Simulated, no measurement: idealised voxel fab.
process module | voxel released beams
cross-section cut | 165 nm wide | cells 5 nm
A cross-section is a grid of square cells, given in bands from the top down. A band is one or more rows of cells.
Each band's line starts with the height of the band's top and of its bottom, in nm. Then come its materials from left to right, each with its width in nm. One material with "throughout" fills the band from edge to edge. "air" is empty space.
Height 0 is the level under which the wafer as received is all one material. The lowest band goes on downwards, as in "0 down".
A width such as "30 to 40" changes by the same amount from each row of cells to the next, from the band's top row to its bottom row.
"no change" after a step means that no cell of the cross-section changed.
closed voids: empty space of 8 cells or more with no open way to the top, each as width x height at its distance from the left edge, in nm
after a step's settings: what the simulator itself notes on the step
overlay nm, on a step with a mask: how far to the right of its planned place the mask lay; to the left if negative
plan
1 op RECEIVE | material Si
2 op CONFORMAL_DEP | material SiN | thk nm 10
3 op DIRECTIONAL_DEP | material SiO2 | thk nm 20
4 op DIRECTIONAL_DEP | material aC | thk nm 15
5 op PATTERN | tone open | mask id ANCHOR | material resist | width nm 35 | thk nm 30 | overlay nm 0
6 op DIRECTIONAL_ETCH | etch materials aC | depth nm 15
7 op STRIP | etch materials resist
8 op DIRECTIONAL_ETCH | etch materials SiO2 | depth nm 20
9 op STRIP | etch materials aC
10 op CONFORMAL_DEP | material polySi | thk nm 15
11 op DIRECTIONAL_DEP | material aC | thk nm 15
12 op PATTERN | tone cover | mask id BEAM | material resist | width nm 95 | thk nm 35 | overlay nm 0
13 op DIRECTIONAL_ETCH | etch materials aC | depth nm 15
14 op STRIP | etch materials resist
15 op DIRECTIONAL_ETCH | etch materials polySi | depth nm 15
16 op STRIP | etch materials aC
17 op STRIP | etch materials SiO2
first wafer, as planned
as received, after step 1
  0 down: Si throughout
  closed voids: none
after step 2
  10 to 0: SiN throughout
  below 0: unchanged
after step 3
  30 to 10: SiO2 throughout
  below 10: unchanged
after step 4
  45 to 30: aC throughout
  below 30: unchanged
after step 5
  75 to 45: resist 35 | air 35 | resist 95
  below 45: unchanged
after step 6
  60 to 45: resist 35 | air 35 | resist 95
  45 to 30: aC 35 | air 35 | aC 95
  below 30: unchanged
after step 7
  45 to 30: aC 35 | air 35 | aC 95
  below 30: unchanged
after step 8
  45 to 30: aC 35 | air 35 | aC 95
  30 to 10: SiO2 35 | air 35 | SiO2 95
  below 10: unchanged
after step 9
  30 to 10: SiO2 35 | air 35 | SiO2 95
  below 10: unchanged
after step 10
  45 to 30: polySi 50 | air 5 | polySi 110
  30 to 25: SiO2 35 | polySi 15 | air 5 | polySi 15 | SiO2 95
  25 to 10: SiO2 35 | polySi 35 | SiO2 95
  below 10: unchanged
after step 11
  60 to 45: aC 50 | air 5 | aC 110
  45 to 40: polySi 50 | air 5 | polySi 110
  40 to 30: polySi 50 | aC 5 | polySi 110
  30 to 25: SiO2 35 | polySi 15 | aC 5 | polySi 15 | SiO2 95
  below 25: unchanged
after step 12
  95 to 60: air 30 | resist 95 | air 40
  60 to 45: aC 50 | resist 5 | aC 110
  45 to 40: polySi 50 | resist 5 | polySi 110
  below 40: unchanged
after step 13
  80 to 60: air 30 | resist 95 | air 40
  60 to 45: air 30 | aC 20 | resist 5 | aC 70 | air 40
  below 45: unchanged
after step 14
  60 to 45: air 30 | aC 20 | air 5 | aC 70 | air 40
  45 to 40: polySi 50 | air 5 | polySi 110
  below 40: unchanged
after step 15
  60 to 45: air 30 | aC 20 | air 5 | aC 70 | air 40
  45 to 40: air 30 | polySi 20 | air 5 | polySi 70 | air 40
  40 to 30: air 30 | polySi 20 | aC 5 | polySi 70 | air 40
  below 30: unchanged
after step 16
  45 to 30: air 30 | polySi 20 | air 5 | polySi 70 | air 40
  30 to 25: SiO2 35 | polySi 15 | air 5 | polySi 15 | SiO2 95
  below 25: unchanged
after step 17
  45 to 30: air 30 | polySi 20 | air 5 | polySi 70 | air 40
  30 to 25: air 35 | polySi 15 | air 5 | polySi 15 | air 95
  25 to 10: air 35 | polySi 35 | air 95
  below 10: unchanged
second wafer: like start, like plan, one mistake. Through step 4 it matches the first wafer
when step 5 should have ended
  75 to 45: resist 40 | air 30 | resist 95
  below 45: unchanged
when step 6 should have ended
  60 to 45: resist 40 | air 30 | resist 95
  45 to 30: aC 40 | air 30 | aC 95
  below 30: unchanged
when step 7 should have ended
  45 to 30: aC 40 | air 30 | aC 95
  below 30: unchanged
when step 8 should have ended
  45 to 30: aC 40 | air 30 | aC 95
  30 to 10: SiO2 40 | air 30 | SiO2 95
  below 10: unchanged
when step 9 should have ended
  30 to 10: SiO2 40 | air 30 | SiO2 95
  below 10: unchanged
when step 10 should have ended
  45 to 30: polySi throughout
  30 to 10: SiO2 40 | polySi 30 | SiO2 95
  below 10: unchanged
when step 11 should have ended
  60 to 45: aC throughout
  below 45: unchanged
when step 12 should have ended
  95 to 60: air 30 | resist 95 | air 40
  below 60: unchanged
when step 13 should have ended
  80 to 60: air 30 | resist 95 | air 40
  60 to 45: air 30 | aC 95 | air 40
  below 45: unchanged
when step 14 should have ended
  60 to 45: air 30 | aC 95 | air 40
  below 45: unchanged
when step 15 should have ended
  60 to 45: air 30 | aC 95 | air 40
  45 to 30: air 30 | polySi 95 | air 40
  below 30: unchanged
when step 16 should have ended
  45 to 30: air 30 | polySi 95 | air 40
  below 30: unchanged
when step 17 should have ended
  45 to 30: air 30 | polySi 95 | air 40
  30 to 10: air 40 | polySi 30 | air 95
  below 10: unchanged
what went wrong: step 5 ran as: op PATTERN | tone open | mask id ANCHOR | material resist | width nm 30 | thk nm 30 | overlay nm 0
at the end the second wafer has, in cells: as many of each material as the first, in other places
